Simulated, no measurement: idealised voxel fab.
A process module follows: voxel self aligned vias.
Displayed cross-section: cut, width of 190 nm, square cells sized 5 nm.
In this document a cross-section is written as a grid of square cells. It is given as a series of bands, listed from the top down, and a band is one or more rows of cells.
What a band's entry tells you: where the top is and where the bottom is, as heights in nm, and after that what lies inside, material by material from left to right, each with its width in nm. Empty space is written as the word "air", and a single material marked with the word "throughout" occupies the band from edge to edge.
Note: height 0 marks the level under which the wafer is uniformly one material as received. Lowest band unbounded below, written "0 -> down".
The width entry "30->40" should be interpreted row by row: the top row of cells in the band takes the first number, the bottom row takes the second number, and the change between adjacent rows is uniform throughout.
No cell of the cross-section changed in a step that is given as "remains unaltered".
Listed in "Closed-off voids": every empty space of 8 or more cells without an open way to the top. Form: width x height at distance, the distance being from the left edge, all in nm.
Read whatever lies past the settings on a step's line as the simulator's own remark about the step.
If you see "overlay nm" on a step's line and that step has a mask, it's telling you how far right of where it was planned the mask ended up; a negative number means it went left instead.
-- Here's what the planned process steps look like
1 RECEIVE,material Si
2 CONFORMAL_DEP,material SiO2,thk nm 10
3 CONFORMAL_DEP,material SiCN,thk nm 5
4 DIRECTIONAL_DEP,material SiO2,thk nm 25
5 PATTERN,tone open,mask id LINES,material resist,width nm 25,pitch nm 70,thk nm 15,overlay nm 0
6 DIRECTIONAL_ETCH,etch materials SiO2,depth nm 25
7 STRIP,etch materials resist
8 CONFORMAL_DEP,material TiN,thk nm 5
9 FILL_DEP,material W,thk nm 10
10 CMP,height nm 40
11 SELECTIVE_ETCH,etch materials W Ru TiN,depth nm 5
12 FILL_DEP,material SiN,thk nm 5
13 CMP,height nm 40
14 DIRECTIONAL_DEP,material SiO2,thk nm 20
15 MASKED_ETCH,tone open,mask id VIAS,width nm 45,etch materials SiO2,depth nm 20,overlay nm 0
16 MASKED_ETCH,tone open,mask id VIAS,width nm 45,etch materials SiN,depth nm 5,overlay nm 0
17 CONFORMAL_DEP,material TiN,thk nm 5
18 FILL_DEP,material Ru,thk nm 5
19 CMP,height nm 60
20 CONFORMAL_DEP,material SiCN,thk nm 5
-- As received (post step 1): cross-section
0 -> down: Si throughout
Closed-off voids: none
-- This is how the wafer looks in cross-section once the module is done, given the starting state and plan above and one mistake in carrying the plan out
65 -> 60: SiCN throughout
60 -> 45: Ru=30 / TiN=5 / SiO2=45 / TiN=5 / Ru=105
45 -> 40: TiN=35 / SiO2=45 / TiN=110
40 -> 35: SiO2=45 / SiN=25 / SiO2=45 / SiN=25 / SiO2=50
35 -> 20: SiO2=45 / TiN=5 / W=15 / TiN=5 / SiO2=45 / TiN=5 / W=15 / TiN=5 / SiO2=50
20 -> 15: SiO2=45 / TiN=25 / SiO2=45 / TiN=25 / SiO2=50
15 -> 10: SiCN throughout
10 -> 0: SiO2 throughout
0 -> down: Si throughout
Closed-off voids: none
Where did the run depart from the plan? step 15 was processed under conditions differing from the plan, specifically as MASKED_ETCH,tone cover,mask id VIAS,width nm 45,etch materials SiO2,depth nm 20,overlay nm 0
